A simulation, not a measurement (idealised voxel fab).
Process module heading - voxel capacitor over wiring
This is section cut - it's 275 nm across, gridded in 5 nm square cells.
Bands, listed from the top down, are how a cross-section gets written in this document; the cross-section itself is a grid of square cells, and a band is one or more rows of them.
A band entry consists of two parts. The first gives the height of the band's top and the height of its bottom, in nm. The rest lists the band's materials from left to right, each with its width in nm. A single material labelled with the word "edge to edge" fills the band from edge to edge, and the word "blank" marks empty space.
Beneath 0, the wafer as received is one material, and that level is where height counting begins. The lowest band goes on downward without a bottom; it is written like "0 down".
A two-number width, for instance "30 to 40", indicates that the width is equal to the first number in the top row of the band and to the second number in the bottom row, and that it changes by a constant amount per row of cells.
No cell of the cross-section changed in a step that is given as "no alteration".
The entry "Entrapped void list" lists the empty spaces that cover at least 8 cells and have no open path to the top. Each is written as width x height at distance, where the distance is measured from the left edge and all three values are in nm.
It should be noted that, on the line of a given step, the content following the step's settings is a remark produced by the simulator itself with respect to that step.
overlay nm: step with mask; distance mask lay right of planned place; negative value = left of planned place.

LIST OF PLANNED PROCESS STEPS
1: RECEIVE, material Si
2: CONFORMAL_DEP, material SiO2, thk nm 10
3: DIRECTIONAL_DEP, material TiN, thk nm 5
4: DIRECTIONAL_DEP, material W, thk nm 20
5: PATTERN, tone cover, mask id METAL_1, material resist, width nm 30, pitch nm 95, thk nm 15, overlay nm 0
6: DIRECTIONAL_ETCH, etch materials W, depth nm 20
7: DIRECTIONAL_ETCH, etch materials TiN, depth nm 5
8: STRIP, etch materials resist
9: FILL_DEP, material lowk, thk nm 10
10: CMP, height nm 35
11: CONFORMAL_DEP, material SiCN, thk nm 5
12: DIRECTIONAL_DEP, material lowk, thk nm 10
13: DIRECTIONAL_DEP, material aC, thk nm 15
14: PATTERN, tone open, mask id PLUG_1, material resist, width nm 15, thk nm 35, overlay nm 0
15: DIRECTIONAL_ETCH, etch materials aC, depth nm 15
16: STRIP, etch materials resist
17: DIRECTIONAL_ETCH, etch materials lowk, depth nm 10
18: DIRECTIONAL_ETCH, etch materials SiCN, depth nm 5
19: STRIP, etch materials aC
20: EPI, material Ru, thk nm 10
21: EPI, material Ru, thk nm 5
22: DIRECTIONAL_DEP, material TiN, thk nm 10
23: DIRECTIONAL_DEP, material SiN, thk nm 5
24: DIRECTIONAL_DEP, material TiN, thk nm 5
25: MASKED_ETCH, tone cover, mask id UPPER_PLATE, width nm 70, etch materials TiN, depth nm 5, overlay nm 0
26: MASKED_ETCH, tone cover, mask id UPPER_PLATE, width nm 70, etch materials SiN, depth nm 5, overlay nm 0
27: MASKED_ETCH, tone cover, mask id LOWER_PLATE, width nm 80, etch materials TiN, depth nm 10, overlay nm 0
28: FILL_DEP, material SiO2, thk nm 15
29: CMP, height nm 80
30: DIRECTIONAL_DEP, material aC, thk nm 10
31: PATTERN, tone open, mask id PLUG_2, material resist, width nm 15, thk nm 25, overlay nm 0
32: DIRECTIONAL_ETCH, etch materials aC, depth nm 10
33: STRIP, etch materials resist
34: DIRECTIONAL_ETCH, etch materials SiO2, depth nm 10
35: STRIP, etch materials aC
36: CONFORMAL_DEP, material TiN, thk nm 5
37: FILL_DEP, material Cu, thk nm 10
38: CMP, height nm 80
39: CONFORMAL_DEP, material SiCN, thk nm 5

CROSS-SECTION, INCOMING MATERIAL, AFTER STEP 1
> 0 down | Si edge to edge
> Entrapped void list: none

THE FIRST OF TWO WAFERS, CROSS-SECTIONED AT THE END OF THE MODULE, WITH THE RUN PROCEEDING AS PLANNED
> 85 to 80 | SiCN edge to edge
> 80 to 75 | 100 nm SiO2, 5 nm TiN, 5 nm Cu, 5 nm TiN, 160 nm SiO2
> 75 to 65 | 100 to 90 nm SiO2, 15 to 70 nm TiN, 160 to 115 nm SiO2
> 65 to 60 | 90 nm SiO2, 70 nm SiN, 115 nm SiO2
> 60 to 50 | 85 nm SiO2, 80 nm TiN, 110 nm SiO2
> 50 to 40 | 90 nm lowk, 15 nm Ru, 170 nm lowk
> 40 to 35 | 90 nm SiCN, 15 nm Ru, 170 nm SiCN
> 35 to 15 | 75 nm lowk, 30 nm W, 65 nm lowk, 30 nm W, 75 nm lowk
> 15 to 10 | 75 nm lowk, 30 nm TiN, 65 nm lowk, 30 nm TiN, 75 nm lowk
> 10 to 0 | SiO2 edge to edge
> 0 down | Si edge to edge
> Entrapped void list: none

CROSS-SECTIONAL IMAGE OF THE SECOND WAFER OF THE TWO FOLLOWING COMPLETION OF THE MODULE. STARTING STATE AND PROCESS PLAN WERE THE SAME AS FOR THE FIRST WAFER; ONE EXECUTION ERROR OCCURRED
> 85 to 80 | SiCN edge to edge
> 80 to 75 | 90 nm SiO2, 25 nm TiN, 160 nm SiO2
> 75 to 70 | 90 nm SiO2, 25 nm SiN, 160 nm SiO2
> 70 to 65 | 85 nm SiO2, 75 nm TiN, 115 nm SiO2
> 65 to 60 | 85 nm SiO2, 30 nm TiN, 45 nm SiN, 115 nm SiO2
> 60 to 50 | 80 nm SiO2, 35 nm Ru, 50 nm TiN, 110 nm SiO2
> 50 to 40 | 90 nm lowk, 15 nm Ru, 170 nm lowk
> 40 to 35 | 90 nm SiCN, 15 nm Ru, 170 nm SiCN
> 35 to 15 | 75 nm lowk, 30 nm W, 65 nm lowk, 30 nm W, 75 nm lowk
> 15 to 10 | 75 nm lowk, 30 nm TiN, 65 nm lowk, 30 nm TiN, 75 nm lowk
> 10 to 0 | SiO2 edge to edge
> 0 down | Si edge to edge
> Entrapped void list: none
Finding, execution versus plan: plan step 20 ran twice
FYI, end of process, the second wafer has more or fewer cells of some materials than the first: Cu -1 | Ru +14 | SiO2 -8 | TiN -5
